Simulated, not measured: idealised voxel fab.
voxel air gaps: a process module
This is section cut - it's 170 nm across, gridded in 5 nm square cells.
Just so we're on the same page, the cross-sections are grids of square cells, and they're listed out in bands top to bottom, each band one or more rows deep. Quick guide to a band line: top height, bottom height (nm) up front; then every material left to right with its width in nm. Only one material and it's marked "full width"? Then it fills the band edge to edge. And "blank" just means empty space. The reference from which all heights are counted is 0, the level beneath which the as-received wafer is entirely one material; the lowest band, having no lower bound, proceeds downward and is written after the example "0 down". Quick explanation for "30..40": the width changes in equal steps down the rows of cells, from the first number in the band's top row to the second number in its bottom row. Any step labelled "nothing altered" changed none of the cells in the cross-section. Any empty space of 8 cells or more lacking an open way to the top shows up in "Enclosed void inventory" as width x height at distance, distance from the left edge, in nm. Read whatever lies past the settings on a step's line as the simulator's own remark about the step. overlay nm: right-of-plan distance of the mask on a masked step; negative values mean left-of-plan.
Intended process steps
1 RECEIVE, material Si
2 CONFORMAL_DEP, material SiO2, thk nm 10
3 CONFORMAL_DEP, material SiN, thk nm 5
4 DIRECTIONAL_DEP, material SiO2, thk nm 40
5 PATTERN, tone open, mask id LINES, material resist, width nm 25, pitch nm 50, thk nm 20, overlay nm 0
6 DIRECTIONAL_ETCH, etch materials SiO2, depth nm 40
7 STRIP, etch materials resist
8 CONFORMAL_DEP, material TiN, thk nm 5
9 FILL_DEP, material Cu, thk nm 5
10 CMP, height nm 55
11 EPI, material Ru, thk nm 10
12 SELECTIVE_ETCH, etch materials SiO2, depth nm 50
13 CONFORMAL_DEP, material SiN, thk nm 5
Wafer at receipt (post step 1), cross-section
> 0 down | Si full width
> Enclosed void inventory: none
The first of two wafers, cross-sectioned at the end of the module, with the run proceeding as planned
> 70 to 65 | 5 blank / 155 SiN / 10 blank
> 65 to 55 | 5 blank / 5 SiN / 45 Ru / 5 SiN / 45 Ru / 5 SiN / 45 Ru / 5 SiN / 10 blank
> 55 to 50 | 5 blank / 15 SiN / 5 TiN / 15 Cu / 5 TiN / 25 SiN / 5 TiN / 15 Cu / 5 TiN / 25 SiN / 5 TiN / 15 Cu / 5 TiN / 15 SiN / 10 blank
> 50 to 20 | 15 blank / 5 SiN / 5 TiN / 15 Cu / 5 TiN / 5 SiN / 15 blank / 5 SiN / 5 TiN / 15 Cu / 5 TiN / 5 SiN / 15 blank / 5 SiN / 5 TiN / 15 Cu / 5 TiN / 5 SiN / 20 blank
> 20 to 15 | 20 SiN / 25 TiN / 25 SiN / 25 TiN / 25 SiN / 25 TiN / 25 SiN
> 15 to 10 | SiN full width
> 10 to 0 | SiO2 full width
> 0 down | Si full width
> Enclosed void inventory: 15 x 30 at 50; 15 x 30 at 100
Second wafer through the module, sectioned at the end: same beginning and same plan as the first wafer, with one mistake in carrying it out
> 75 to 70 | SiN full width
> 70 to 60 | Ru full width
> 60 to 55 | 25 TiN / 15 Cu / 35 TiN / 15 Cu / 35 TiN / 15 Cu / 30 TiN
> 55 to 20 | 20 SiO2 / 5 TiN / 15 Cu / 5 TiN / 25 SiO2 / 5 TiN / 15 Cu / 5 TiN / 25 SiO2 / 5 TiN / 15 Cu / 5 TiN / 25 SiO2
> 20 to 15 | 20 SiO2 / 25 TiN / 25 SiO2 / 25 TiN / 25 SiO2 / 25 TiN / 25 SiO2
> 15 to 10 | SiN full width
> 10 to 0 | SiO2 full width
> 0 down | Si full width
> Enclosed void inventory: none
Where did the run depart from the plan? planned and actual differ for step 10; actual: CMP, height nm 60
Looking at both finished wafers in cells, the second ends up ahead of or behind the first on some materials: Cu: 9 more; Ru: 14 more; SiN: 76 fewer; SiO2: 152 more; TiN: 25 more
First wafer closed voids (final) = 2; second wafer closed voids (final) = 0.
